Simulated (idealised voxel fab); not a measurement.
process module | voxel transistor to metal
cross-section cut | 185 nm wide | cells 5 nm
A cross-section is a grid of square cells, given in bands from the top down. A band is one or more rows of cells.
Each band's line starts with the height of the band's top and of its bottom, in nm. Then come its materials from left to right, each with its width in nm. One material with "throughout" fills the band from edge to edge. "air" is empty space.
Height 0 is the level under which the wafer as received is all one material. The lowest band goes on downwards, as in "0 down".
A width such as "30 to 40" changes by the same amount from each row of cells to the next, from the band's top row to its bottom row.
"no change" after a step means that no cell of the cross-section changed.
closed voids: empty space of 8 cells or more with no open way to the top, each as width x height at its distance from the left edge, in nm
after a step's settings: what the simulator itself notes on the step
overlay nm, on a step with a mask: how far to the right of its planned place the mask lay; to the left if negative
plan
1 op RECEIVE | material Si
2 op CONFORMAL_DEP | material SiO2 | thk nm 5
3 op CONFORMAL_DEP | material SiN | thk nm 10
4 op PATTERN | tone cover | mask id ACTIVE | material resist | width nm 85 | thk nm 20 | overlay nm 0
5 op DIRECTIONAL_ETCH | etch materials SiN | depth nm 10
6 op DIRECTIONAL_ETCH | etch materials SiO2 | depth nm 5
7 op DIRECTIONAL_ETCH | etch materials Si | depth nm 20
8 op STRIP | etch materials resist
9 op OXIDIZE | depth nm 5
10 op FILL_DEP | material SiO2 | thk nm 15
11 op CMP | height nm 15
12 op SELECTIVE_ETCH | etch materials SiO2 | depth nm 5
13 op STRIP | etch materials SiN
14 op SELECTIVE_ETCH | etch materials SiO2 | depth nm 5
15 op OXIDIZE | depth nm 5
16 op DIRECTIONAL_DEP | material polySi | thk nm 25
17 op DIRECTIONAL_DEP | material SiCN | thk nm 15
18 op DIRECTIONAL_DEP | material aC | thk nm 10
19 op PATTERN | tone cover | mask id GATE | material resist | width nm 15 | thk nm 25 | overlay nm 0
20 op DIRECTIONAL_ETCH | etch materials aC | depth nm 10
21 op STRIP | etch materials resist
22 op DIRECTIONAL_ETCH | etch materials SiCN | depth nm 25
23 op DIRECTIONAL_ETCH | etch materials polySi | depth nm 35
24 op STRIP | etch materials aC
25 op CONFORMAL_DEP | material SiN | thk nm 10
26 op DIRECTIONAL_ETCH | etch materials SiN | depth nm 10
27 op DIRECTIONAL_ETCH | etch materials SiO2 | depth nm 5
28 op EPI | material SiGe | thk nm 5
29 op FILL_DEP | material SiO2 | thk nm 10
30 op CMP | height nm 40
31 op DIRECTIONAL_DEP | material SiO2 | thk nm 15
32 op MASKED_ETCH | tone open | mask id CONTACT | width nm 15 | pitch nm 60 | etch materials SiO2 | depth nm 55 | overlay nm 0
33 op CONFORMAL_DEP | material TiN | thk nm 5
34 op FILL_DEP | material W | thk nm 5
35 op CMP | height nm 55
36 op CONFORMAL_DEP | material SiCN | thk nm 5
37 op DIRECTIONAL_DEP | material SiO2 | thk nm 20
38 op PATTERN | tone open | mask id METAL_1 | material resist | width nm 15 | pitch nm 60 | thk nm 15 | overlay nm 0
39 op DIRECTIONAL_ETCH | etch materials SiO2 | depth nm 20
40 op DIRECTIONAL_ETCH | etch materials SiCN | depth nm 5
41 op STRIP | etch materials resist
42 op CONFORMAL_DEP | material TiN | thk nm 5
43 op FILL_DEP | material Cu | thk nm 5
44 op CMP | height nm 80
45 op CONFORMAL_DEP | material SiN | thk nm 5
first wafer, as planned
as received, after step 1
  0 down: Si throughout
  closed voids: none
after step 2
  5 to 0: SiO2 throughout
  below 0: unchanged
after step 3
  15 to 5: SiN throughout
  below 5: unchanged
after step 4
  35 to 15: air 50 | resist 85 | air 50
  below 15: unchanged
after step 5
  35 to 15: air 50 | resist 85 | air 50
  15 to 5: air 50 | SiN 85 | air 50
  below 5: unchanged
after step 6
  35 to 15: air 50 | resist 85 | air 50
  15 to 5: air 50 | SiN 85 | air 50
  5 to 0: air 50 | SiO2 85 | air 50
  below 0: unchanged
after step 7
  35 to 15: air 50 | resist 85 | air 50
  15 to 5: air 50 | SiN 85 | air 50
  5 to 0: air 50 | SiO2 85 | air 50
  0 to -20: air 50 | Si 85 | air 50
  below -20: unchanged
after step 8
  15 to 5: air 50 | SiN 85 | air 50
  below 5: unchanged
after step 9
  15 to 5: air 50 | SiN 85 | air 50
  5 to 0: air 50 | SiO2 85 | air 50
  0 to -20: air 50 | SiO2 5 | Si 75 | SiO2 5 | air 50
  -20 to -25: SiO2 55 | Si 75 | SiO2 55
  below -25: unchanged
after step 10
  30 to 15: SiO2 throughout
  15 to 5: SiO2 50 | SiN 85 | SiO2 50
  5 to 0: SiO2 throughout
  0 to -25: SiO2 55 | Si 75 | SiO2 55
  below -25: unchanged
after step 11
  15 to 5: SiO2 50 | SiN 85 | SiO2 50
  below 5: unchanged
after step 12
  15 to 10: air 50 | SiN 85 | air 50
  below 10: unchanged
after step 13
  10 to 5: SiO2 50 | air 85 | SiO2 50
  below 5: unchanged
after step 14
  5 to 0: SiO2 45 | air 95 | SiO2 45
  below 0: unchanged
after step 15
  5 to 0: SiO2 45 | air 95 | SiO2 45
  0 to -5: SiO2 throughout
  below -5: unchanged
after step 16
  30 to 25: polySi 45 | air 95 | polySi 45
  25 to 5: polySi throughout
  5 to 0: SiO2 45 | polySi 95 | SiO2 45
  below 0: unchanged
after step 17
  45 to 40: SiCN 45 | air 95 | SiCN 45
  40 to 30: SiCN throughout
  30 to 25: polySi 45 | SiCN 95 | polySi 45
  below 25: unchanged
after step 18
  55 to 50: aC 45 | air 95 | aC 45
  50 to 45: aC throughout
  45 to 40: SiCN 45 | aC 95 | SiCN 45
  below 40: unchanged
after step 19
  80 to 55: air 85 | resist 15 | air 85
  55 to 50: aC 45 | air 40 | resist 15 | air 40 | aC 45
  below 50: unchanged
after step 20
  70 to 50: air 85 | resist 15 | air 85
  50 to 45: air 85 | aC 15 | air 85
  45 to 40: SiCN 45 | air 40 | aC 15 | air 40 | SiCN 45
  below 40: unchanged
after step 21
  50 to 45: air 85 | aC 15 | air 85
  below 45: unchanged
after step 22
  50 to 40: air 85 | aC 15 | air 85
  40 to 30: air 85 | SiCN 15 | air 85
  30 to 25: polySi 45 | air 40 | SiCN 15 | air 40 | polySi 45
  below 25: unchanged
after step 23
  50 to 40: air 85 | aC 15 | air 85
  40 to 25: air 85 | SiCN 15 | air 85
  25 to 5: air 85 | polySi 15 | air 85
  5 to 0: SiO2 45 | air 40 | polySi 15 | air 40 | SiO2 45
  below 0: unchanged
after step 24
  40 to 25: air 85 | SiCN 15 | air 85
  below 25: unchanged
after step 25
  50 to 40: air 75 | SiN 35 | air 75
  40 to 25: air 75 | SiN 10 | SiCN 15 | SiN 10 | air 75
  25 to 15: air 75 | SiN 10 | polySi 15 | SiN 10 | air 75
  15 to 10: SiN 55 | air 20 | SiN 10 | polySi 15 | SiN 10 | air 20 | SiN 55
  10 to 5: SiN 85 | polySi 15 | SiN 85
  5 to 0: SiO2 45 | SiN 40 | polySi 15 | SiN 40 | SiO2 45
  below 0: unchanged
after step 26
  40 to 25: air 75 | SiN 10 | SiCN 15 | SiN 10 | air 75
  25 to 5: air 75 | SiN 10 | polySi 15 | SiN 10 | air 75
  5 to 0: SiO2 45 | SiN 10 | air 20 | SiN 10 | polySi 15 | SiN 10 | air 20 | SiN 10 | SiO2 45
  below 0: unchanged
after step 27
  40 to 25: air 75 | SiN 10 | SiCN 15 | SiN 10 | air 75
  25 to 5: air 75 | SiN 10 | polySi 15 | SiN 10 | air 75
  5 to 0: air 45 | SiN 10 | air 20 | SiN 10 | polySi 15 | SiN 10 | air 20 | SiN 10 | air 45
  0 to -5: SiO2 55 | air 20 | SiO2 35 | air 20 | SiO2 55
  below -5: unchanged
after step 28
  40 to 25: air 75 | SiN 10 | SiCN 15 | SiN 10 | air 75
  25 to 5: air 75 | SiN 10 | polySi 15 | SiN 10 | air 75
  5 to 0: air 45 | SiN 10 | air 20 | SiN 10 | polySi 15 | SiN 10 | air 20 | SiN 10 | air 45
  0 to -5: SiO2 55 | SiGe 20 | SiO2 35 | SiGe 20 | SiO2 55
  below -5: unchanged
after step 29
  50 to 40: SiO2 throughout
  40 to 25: SiO2 75 | SiN 10 | SiCN 15 | SiN 10 | SiO2 75
  25 to 5: SiO2 75 | SiN 10 | polySi 15 | SiN 10 | SiO2 75
  5 to 0: SiO2 45 | SiN 10 | SiO2 20 | SiN 10 | polySi 15 | SiN 10 | SiO2 20 | SiN 10 | SiO2 45
  below 0: unchanged
after step 30
  40 to 25: SiO2 75 | SiN 10 | SiCN 15 | SiN 10 | SiO2 75
  below 25: unchanged
after step 31
  55 to 40: SiO2 throughout
  below 40: unchanged
after step 32
  55 to 40: SiO2 55 | air 15 | SiO2 45 | air 15 | SiO2 55
  40 to 25: SiO2 55 | air 15 | SiO2 5 | SiN 10 | SiCN 15 | SiN 10 | SiO2 5 | air 15 | SiO2 55
  25 to 5: SiO2 55 | air 15 | SiO2 5 | SiN 10 | polySi 15 | SiN 10 | SiO2 5 | air 15 | SiO2 55
  5 to 0: SiO2 45 | SiN 10 | air 15 | SiO2 5 | SiN 10 | polySi 15 | SiN 10 | SiO2 5 | air 15 | SiN 10 | SiO2 45
  below 0: unchanged
after step 33
  60 to 55: TiN 60 | air 5 | TiN 55 | air 5 | TiN 60
  55 to 40: SiO2 55 | TiN 5 | air 5 | TiN 5 | SiO2 45 | TiN 5 | air 5 | TiN 5 | SiO2 55
  40 to 25: SiO2 55 | TiN 5 | air 5 | TiN 5 | SiO2 5 | SiN 10 | SiCN 15 | SiN 10 | SiO2 5 | TiN 5 | air 5 | TiN 5 | SiO2 55
  25 to 5: SiO2 55 | TiN 5 | air 5 | TiN 5 | SiO2 5 | SiN 10 | polySi 15 | SiN 10 | SiO2 5 | TiN 5 | air 5 | TiN 5 | SiO2 55
  5 to 0: SiO2 45 | SiN 10 | TiN 15 | SiO2 5 | SiN 10 | polySi 15 | SiN 10 | SiO2 5 | TiN 15 | SiN 10 | SiO2 45
  below 0: unchanged
after step 34
  65 to 60: W throughout
  60 to 55: TiN 60 | W 5 | TiN 55 | W 5 | TiN 60
  55 to 40: SiO2 55 | TiN 5 | W 5 | TiN 5 | SiO2 45 | TiN 5 | W 5 | TiN 5 | SiO2 55
  40 to 25: SiO2 55 | TiN 5 | W 5 | TiN 5 | SiO2 5 | SiN 10 | SiCN 15 | SiN 10 | SiO2 5 | TiN 5 | W 5 | TiN 5 | SiO2 55
  25 to 5: SiO2 55 | TiN 5 | W 5 | TiN 5 | SiO2 5 | SiN 10 | polySi 15 | SiN 10 | SiO2 5 | TiN 5 | W 5 | TiN 5 | SiO2 55
  below 5: unchanged
after step 35
  55 to 40: SiO2 55 | TiN 5 | W 5 | TiN 5 | SiO2 45 | TiN 5 | W 5 | TiN 5 | SiO2 55
  below 40: unchanged
after step 36
  60 to 55: SiCN throughout
  below 55: unchanged
after step 37
  80 to 60: SiO2 throughout
  below 60: unchanged
after step 38
  95 to 80: resist 55 | air 15 | resist 45 | air 15 | resist 55
  below 80: unchanged
after step 39
  95 to 80: resist 55 | air 15 | resist 45 | air 15 | resist 55
  80 to 60: SiO2 55 | air 15 | SiO2 45 | air 15 | SiO2 55
  below 60: unchanged
after step 40
  95 to 80: resist 55 | air 15 | resist 45 | air 15 | resist 55
  80 to 60: SiO2 55 | air 15 | SiO2 45 | air 15 | SiO2 55
  60 to 55: SiCN 55 | air 15 | SiCN 45 | air 15 | SiCN 55
  below 55: unchanged
after step 41
  80 to 60: SiO2 55 | air 15 | SiO2 45 | air 15 | SiO2 55
  below 60: unchanged
after step 42
  85 to 80: TiN 60 | air 5 | TiN 55 | air 5 | TiN 60
  80 to 60: SiO2 55 | TiN 5 | air 5 | TiN 5 | SiO2 45 | TiN 5 | air 5 | TiN 5 | SiO2 55
  60 to 55: SiCN 55 | TiN 15 | SiCN 45 | TiN 15 | SiCN 55
  below 55: unchanged
after step 43
  90 to 85: Cu throughout
  85 to 80: TiN 60 | Cu 5 | TiN 55 | Cu 5 | TiN 60
  80 to 60: SiO2 55 | TiN 5 | Cu 5 | TiN 5 | SiO2 45 | TiN 5 | Cu 5 | TiN 5 | SiO2 55
  below 60: unchanged
after step 44
  80 to 60: SiO2 55 | TiN 5 | Cu 5 | TiN 5 | SiO2 45 | TiN 5 | Cu 5 | TiN 5 | SiO2 55
  below 60: unchanged
after step 45
  85 to 80: SiN throughout
  below 80: unchanged
second wafer: like start, like plan, one mistake. Through step 1 it matches the first wafer
when step 2 should have ended
  5 to 0: polySi throughout
  below 0: unchanged
when step 3 should have ended
  15 to 5: SiN throughout
  below 5: unchanged
when step 4 should have ended
  35 to 15: air 50 | resist 85 | air 50
  below 15: unchanged
when step 5 should have ended
  35 to 15: air 50 | resist 85 | air 50
  15 to 5: air 50 | SiN 85 | air 50
  below 5: unchanged
when step 6 should have ended: no change
when step 7 should have ended
  35 to 15: air 50 | resist 85 | air 50
  15 to 5: air 50 | SiN 85 | air 50
  5 to 0: air 50 | polySi 85 | air 50
  0 to -15: air 50 | Si 85 | air 50
  below -15: unchanged
when step 8 should have ended
  15 to 5: air 50 | SiN 85 | air 50
  below 5: unchanged
when step 9 should have ended
  15 to 5: air 50 | SiN 85 | air 50
  5 to 0: air 50 | SiO2 5 | polySi 75 | SiO2 5 | air 50
  0 to -15: air 50 | SiO2 5 | Si 75 | SiO2 5 | air 50
  -15 to -20: SiO2 55 | Si 75 | SiO2 55
  below -20: unchanged
when step 10 should have ended
  30 to 15: SiO2 throughout
  15 to 5: SiO2 50 | SiN 85 | SiO2 50
  5 to 0: SiO2 55 | polySi 75 | SiO2 55
  0 to -20: SiO2 55 | Si 75 | SiO2 55
  below -20: unchanged
when step 11 should have ended
  15 to 5: SiO2 50 | SiN 85 | SiO2 50
  below 5: unchanged
when step 12 should have ended
  15 to 10: air 50 | SiN 85 | air 50
  below 10: unchanged
when step 13 should have ended
  10 to 5: SiO2 50 | air 85 | SiO2 50
  below 5: unchanged
when step 14 should have ended
  5 to 0: SiO2 45 | air 10 | polySi 75 | air 10 | SiO2 45
  below 0: unchanged
when step 15 should have ended
  5 to 0: SiO2 45 | air 10 | SiO2 75 | air 10 | SiO2 45
  0 to -5: SiO2 60 | Si 65 | SiO2 60
  below -5: unchanged
when step 16 should have ended
  30 to 25: polySi 45 | air 10 | polySi 75 | air 10 | polySi 45
  25 to 5: polySi throughout
  5 to 0: SiO2 45 | polySi 10 | SiO2 75 | polySi 10 | SiO2 45
  below 0: unchanged
when step 17 should have ended
  45 to 40: SiCN 45 | air 10 | SiCN 75 | air 10 | SiCN 45
  40 to 30: SiCN throughout
  30 to 25: polySi 45 | SiCN 10 | polySi 75 | SiCN 10 | polySi 45
  below 25: unchanged
when step 18 should have ended
  55 to 50: aC 45 | air 10 | aC 75 | air 10 | aC 45
  50 to 45: aC throughout
  45 to 40: SiCN 45 | aC 10 | SiCN 75 | aC 10 | SiCN 45
  below 40: unchanged
when step 19 should have ended
  80 to 55: air 85 | resist 15 | air 85
  below 55: unchanged
when step 20 should have ended
  70 to 55: air 85 | resist 15 | air 85
  55 to 45: air 85 | aC 15 | air 85
  45 to 40: SiCN 45 | air 10 | SiCN 75 | air 10 | SiCN 45
  below 40: unchanged
when step 21 should have ended
  55 to 45: air 85 | aC 15 | air 85
  below 45: unchanged
when step 22 should have ended
  55 to 45: air 85 | aC 15 | air 85
  45 to 30: air 85 | SiCN 15 | air 85
  30 to 25: polySi 45 | air 10 | polySi 75 | air 10 | polySi 45
  below 25: unchanged
when step 23 should have ended
  55 to 45: air 85 | aC 15 | air 85
  45 to 30: air 85 | SiCN 15 | air 85
  30 to 5: air 85 | polySi 15 | air 85
  5 to 0: SiO2 45 | air 10 | SiO2 75 | air 10 | SiO2 45
  below 0: unchanged
when step 24 should have ended
  45 to 30: air 85 | SiCN 15 | air 85
  below 30: unchanged
when step 25 should have ended
  55 to 45: air 75 | SiN 35 | air 75
  45 to 30: air 75 | SiN 10 | SiCN 15 | SiN 10 | air 75
  30 to 15: air 75 | SiN 10 | polySi 15 | SiN 10 | air 75
  15 to 5: SiN 85 | polySi 15 | SiN 85
  5 to 0: SiO2 45 | SiN 10 | SiO2 75 | SiN 10 | SiO2 45
  below 0: unchanged
when step 26 should have ended
  45 to 30: air 75 | SiN 10 | SiCN 15 | SiN 10 | air 75
  30 to 5: air 75 | SiN 10 | polySi 15 | SiN 10 | air 75
  below 5: unchanged
when step 27 should have ended
  45 to 30: air 75 | SiN 10 | SiCN 15 | SiN 10 | air 75
  30 to 5: air 75 | SiN 10 | polySi 15 | SiN 10 | air 75
  5 to 0: air 45 | SiN 10 | air 20 | SiO2 35 | air 20 | SiN 10 | air 45
  below 0: unchanged
when step 28 should have ended
  45 to 30: air 75 | SiN 10 | SiCN 15 | SiN 10 | air 75
  30 to 5: air 75 | SiN 10 | polySi 15 | SiN 10 | air 75
  5 to 0: air 45 | SiN 10 | SiGe 20 | SiO2 35 | SiGe 20 | SiN 10 | air 45
  below 0: unchanged
when step 29 should have ended
  55 to 45: SiO2 throughout
  45 to 30: SiO2 75 | SiN 10 | SiCN 15 | SiN 10 | SiO2 75
  30 to 5: SiO2 75 | SiN 10 | polySi 15 | SiN 10 | SiO2 75
  5 to 0: SiO2 45 | SiN 10 | SiGe 20 | SiO2 35 | SiGe 20 | SiN 10 | SiO2 45
  below 0: unchanged
when step 30 should have ended
  40 to 30: SiO2 75 | SiN 10 | SiCN 15 | SiN 10 | SiO2 75
  below 30: unchanged
when step 31 should have ended
  55 to 40: SiO2 throughout
  below 40: unchanged
when step 32 should have ended
  55 to 40: SiO2 55 | air 15 | SiO2 45 | air 15 | SiO2 55
  40 to 30: SiO2 55 | air 15 | SiO2 5 | SiN 10 | SiCN 15 | SiN 10 | SiO2 5 | air 15 | SiO2 55
  30 to 5: SiO2 55 | air 15 | SiO2 5 | SiN 10 | polySi 15 | SiN 10 | SiO2 5 | air 15 | SiO2 55
  below 5: unchanged
when step 33 should have ended
  60 to 55: TiN 60 | air 5 | TiN 55 | air 5 | TiN 60
  55 to 40: SiO2 55 | TiN 5 | air 5 | TiN 5 | SiO2 45 | TiN 5 | air 5 | TiN 5 | SiO2 55
  40 to 30: SiO2 55 | TiN 5 | air 5 | TiN 5 | SiO2 5 | SiN 10 | SiCN 15 | SiN 10 | SiO2 5 | TiN 5 | air 5 | TiN 5 | SiO2 55
  30 to 10: SiO2 55 | TiN 5 | air 5 | TiN 5 | SiO2 5 | SiN 10 | polySi 15 | SiN 10 | SiO2 5 | TiN 5 | air 5 | TiN 5 | SiO2 55
  10 to 5: SiO2 55 | TiN 15 | SiO2 5 | SiN 10 | polySi 15 | SiN 10 | SiO2 5 | TiN 15 | SiO2 55
  below 5: unchanged
when step 34 should have ended
  65 to 60: W throughout
  60 to 55: TiN 60 | W 5 | TiN 55 | W 5 | TiN 60
  55 to 40: SiO2 55 | TiN 5 | W 5 | TiN 5 | SiO2 45 | TiN 5 | W 5 | TiN 5 | SiO2 55
  40 to 30: SiO2 55 | TiN 5 | W 5 | TiN 5 | SiO2 5 | SiN 10 | SiCN 15 | SiN 10 | SiO2 5 | TiN 5 | W 5 | TiN 5 | SiO2 55
  30 to 10: SiO2 55 | TiN 5 | W 5 | TiN 5 | SiO2 5 | SiN 10 | polySi 15 | SiN 10 | SiO2 5 | TiN 5 | W 5 | TiN 5 | SiO2 55
  below 10: unchanged
when step 35 should have ended
  55 to 40: SiO2 55 | TiN 5 | W 5 | TiN 5 | SiO2 45 | TiN 5 | W 5 | TiN 5 | SiO2 55
  below 40: unchanged
when step 36 should have ended
  60 to 55: SiCN throughout
  below 55: unchanged
when step 37 should have ended
  80 to 60: SiO2 throughout
  below 60: unchanged
when step 38 should have ended
  95 to 80: resist 55 | air 15 | resist 45 | air 15 | resist 55
  below 80: unchanged
when step 39 should have ended
  95 to 80: resist 55 | air 15 | resist 45 | air 15 | resist 55
  80 to 60: SiO2 55 | air 15 | SiO2 45 | air 15 | SiO2 55
  below 60: unchanged
when step 40 should have ended
  95 to 80: resist 55 | air 15 | resist 45 | air 15 | resist 55
  80 to 60: SiO2 55 | air 15 | SiO2 45 | air 15 | SiO2 55
  60 to 55: SiCN 55 | air 15 | SiCN 45 | air 15 | SiCN 55
  below 55: unchanged
when step 41 should have ended
  80 to 60: SiO2 55 | air 15 | SiO2 45 | air 15 | SiO2 55
  below 60: unchanged
when step 42 should have ended
  85 to 80: TiN 60 | air 5 | TiN 55 | air 5 | TiN 60
  80 to 60: SiO2 55 | TiN 5 | air 5 | TiN 5 | SiO2 45 | TiN 5 | air 5 | TiN 5 | SiO2 55
  60 to 55: SiCN 55 | TiN 15 | SiCN 45 | TiN 15 | SiCN 55
  below 55: unchanged
when step 43 should have ended
  90 to 85: Cu throughout
  85 to 80: TiN 60 | Cu 5 | TiN 55 | Cu 5 | TiN 60
  80 to 60: SiO2 55 | TiN 5 | Cu 5 | TiN 5 | SiO2 45 | TiN 5 | Cu 5 | TiN 5 | SiO2 55
  below 60: unchanged
when step 44 should have ended
  80 to 60: SiO2 55 | TiN 5 | Cu 5 | TiN 5 | SiO2 45 | TiN 5 | Cu 5 | TiN 5 | SiO2 55
  below 60: unchanged
when step 45 should have ended
  85 to 80: SiN throughout
  below 80: unchanged
what went wrong: step 2 ran as: op CONFORMAL_DEP | material polySi | thk nm 5
at the end the second wafer has, in cells: 35 more of Si | 3 fewer of SiCN | 4 fewer of SiN | 22 fewer of SiO2 | 4 fewer of TiN | 2 fewer of W
